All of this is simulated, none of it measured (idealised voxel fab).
Name of the process module below: voxel wiring stack
Cross-section cut spans 270 nm and uses square cells 5 nm in size.
Cross-sections here: square-cell grids, written as top-down lists of bands, a band being one or more rows of cells.
Band entry format. Leading values: height of top, height of bottom, nm. Remainder: materials in left-to-right order, each with its width in nm. Special words: "everywhere" on a single material, which then fills the band edge to edge; "blank", empty space.
Where do heights start? At 0: under that level the wafer as delivered is made of one material only. And the lowest band has no floor; it just carries on downward, as in "from 0 down".
Width spec "30->40" -> top row of cells at first value, bottom row at second value, equal per-row change in between.
When a step is marked "stayed the same", none of the cells in the cross-section changed during that step.
Empty spaces without an open route to the top, at least 8 cells in extent, make up the entry "Entrapped voids"; each is given as width x height at distance, where the distance is measured from the left edge, and all are in nm.
The remark found on a step's line after its settings is issued by the simulator itself and pertains to that step.
overlay nm: how far to the right of its planned place the mask lay on this masked step (negative: to the left).

[List of planned process steps]
1: RECEIVE (material Si)
2: CONFORMAL_DEP (material SiO2; thk nm 10)
3: DIRECTIONAL_DEP (material TiN; thk nm 5)
4: DIRECTIONAL_DEP (material W; thk nm 25)
5: DIRECTIONAL_DEP (material aC; thk nm 15)
6: PATTERN (tone cover; mask id METAL_1; material resist; width nm 25; pitch nm 45; thk nm 30; overlay nm 0)
7: DIRECTIONAL_ETCH (etch materials aC; depth nm 15)
8: STRIP (etch materials resist)
9: DIRECTIONAL_ETCH (etch materials W; depth nm 25)
10: DIRECTIONAL_ETCH (etch materials TiN; depth nm 5)
11: STRIP (etch materials aC)
12: FILL_DEP (material lowk; thk nm 10)
13: CMP (height nm 40)
14: CONFORMAL_DEP (material SiCN; thk nm 5)
15: DIRECTIONAL_DEP (material SiO2; thk nm 10)
16: DIRECTIONAL_DEP (material aC; thk nm 10)
17: PATTERN (tone open; mask id PLUG_1; material resist; width nm 15; thk nm 25; overlay nm 0)
18: DIRECTIONAL_ETCH (etch materials aC; depth nm 10)
19: STRIP (etch materials resist)
20: DIRECTIONAL_ETCH (etch materials SiO2; depth nm 10)
21: DIRECTIONAL_ETCH (etch materials SiCN; depth nm 5)
22: STRIP (etch materials aC)
23: EPI (material Ru; thk nm 10)
24: EPI (material Ru; thk nm 5)
25: CONFORMAL_DEP (material SiN; thk nm 5)
26: DIRECTIONAL_DEP (material lowk; thk nm 25)
27: DIRECTIONAL_DEP (material aC; thk nm 15)
28: PATTERN (tone open; mask id METAL_2; material resist; width nm 25; pitch nm 45; thk nm 30; overlay nm 0)
29: DIRECTIONAL_ETCH (etch materials aC; depth nm 15)
30: STRIP (etch materials resist)
31: DIRECTIONAL_ETCH (etch materials lowk; depth nm 25)
32: DIRECTIONAL_ETCH (etch materials SiN; depth nm 5)
33: STRIP (etch materials aC)
34: CONFORMAL_DEP (material TiN; thk nm 5)
35: FILL_DEP (material Ru; thk nm 5)
36: CMP (height nm 85)
37: CONFORMAL_DEP (material SiN; thk nm 5)

[Cross-section of the wafer at receipt, which is the condition after step 1]
> from 0 down = Si everywhere
> Entrapped voids: none

[Starting structure and process plan are as shown above, but one mistake was made in running the module; the wafer cross-section at the end of the module follows]
> from 90 to 85 = SiN everywhere
> from 85 to 60 = lowk=100 / TiN=5 / Ru=15 / TiN=5 / lowk=20 / TiN=5 / Ru=15 / TiN=5 / lowk=100
> from 60 to 55 = SiN=100 / TiN=25 / SiN=20 / TiN=25 / SiN=100
> from 55 to 45 = SiO2=100 / Ru=15 / SiO2=155
> from 45 to 40 = SiCN=100 / Ru=15 / SiCN=155
> from 40 to 35 = lowk=100 / TiN=25 / lowk=20 / TiN=25 / lowk=100
> from 35 to 10 = W everywhere
> from 10 to 0 = SiO2 everywhere
> from 0 down = Si everywhere
> Entrapped voids: none
What went wrong in running the wafer? step 4 occupied the plan position of step 3, and the converse holds as well
